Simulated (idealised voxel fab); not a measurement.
Process module heading - voxel lift off
Cross-sectional view cut (width: 155 nm; square cell size: 5 nm).
Just so we're on the same page, the cross-sections are grids of square cells, and they're listed out in bands top to bottom, each band one or more rows deep. Within each band entry, the heights of the top and of the bottom of the band appear first, in that order and in nm; the materials of the band then follow from left to right, each with its corresponding width in nm. The designation "everywhere" on a single material indicates that it fills the band from edge to edge; the designation "empty" indicates empty space. Measure heights from 0. That's the level where, below it, the as-received wafer is all one material. The lowest band is bottomless and extends downward; write it as in "0 nm and below". Think of "30 to 40" as a width that walks from the first number to the second as you go down the band, top row to bottom row, taking equal-sized steps from row to row. Reading "stayed the same" for a step: not a cell of the cross-section changed in it. So "Closed void catalog" is basically the list of trapped voids: any empty space of 8 cells or more that can't reach the top through an opening. They're written width x height at distance, the distance being from the left edge, and it's all nm. Heads up: the bit after the settings on a step's line is the simulator's remark on that step. For masked steps, "overlay nm" on the step line gives how far right of plan the mask actually lay; a minus sign means it lay to the left.
HERE'S WHAT THE PLANNED PROCESS STEPS LOOK LIKE
1. RECEIVE,material Si
2. CONFORMAL_DEP,material SiN,thk nm 10
3. PATTERN,tone open,mask id LINES,material resist,width nm 15,pitch nm 35,thk nm 25,overlay nm 0
4. DIRECTIONAL_DEP,material Ru,thk nm 15
5. STRIP,etch materials resist
6. CONFORMAL_DEP,material SiCN,thk nm 10
AS RECEIVED, AFTER STEP 1
- 0 nm and below = Si everywhere
- Closed void catalog: none
END-OF-MODULE CROSS-SECTION OF THE FIRST OF TWO WAFERS, PROCESSED AS PLANNED
- 35 nm to 25 nm = 5 empty  140 SiCN  10 empty
- 25 nm to 20 nm = 5 empty  10 SiCN  15 Ru  20 SiCN  15 Ru  20 SiCN  15 Ru  20 SiCN  15 Ru  10 SiCN  10 empty
- 20 nm to 10 nm = 15 SiCN  15 Ru  20 SiCN  15 Ru  20 SiCN  15 Ru  20 SiCN  15 Ru  20 SiCN
- 10 nm to 0 nm = SiN everywhere
- 0 nm and below = Si everywhere
- Closed void catalog: none
WAFER TWO, END OF MODULE, CROSS-SECTION. SAME START, SAME PLAN AS WAFER ONE. ONE MISTAKE IN THE RUN
- 35 nm to 25 nm = SiCN everywhere
- 25 nm to 10 nm = 15 Ru  15 SiCN  20 Ru  15 SiCN  20 Ru  15 SiCN  20 Ru  15 SiCN  20 Ru
- 10 nm to 0 nm = SiN everywhere
- 0 nm and below = Si everywhere
- Closed void catalog: none
Nonconformance to the process plan: step 3 was run on a setting that differed from the plan, and what really ran there is PATTERN,tone cover,mask id LINES,material resist,width nm 15,pitch nm 35,thk nm 25,overlay nm 0
Count the cells at the end and the second wafer has more or fewer of some materials than the first: Ru +21; SiCN -12
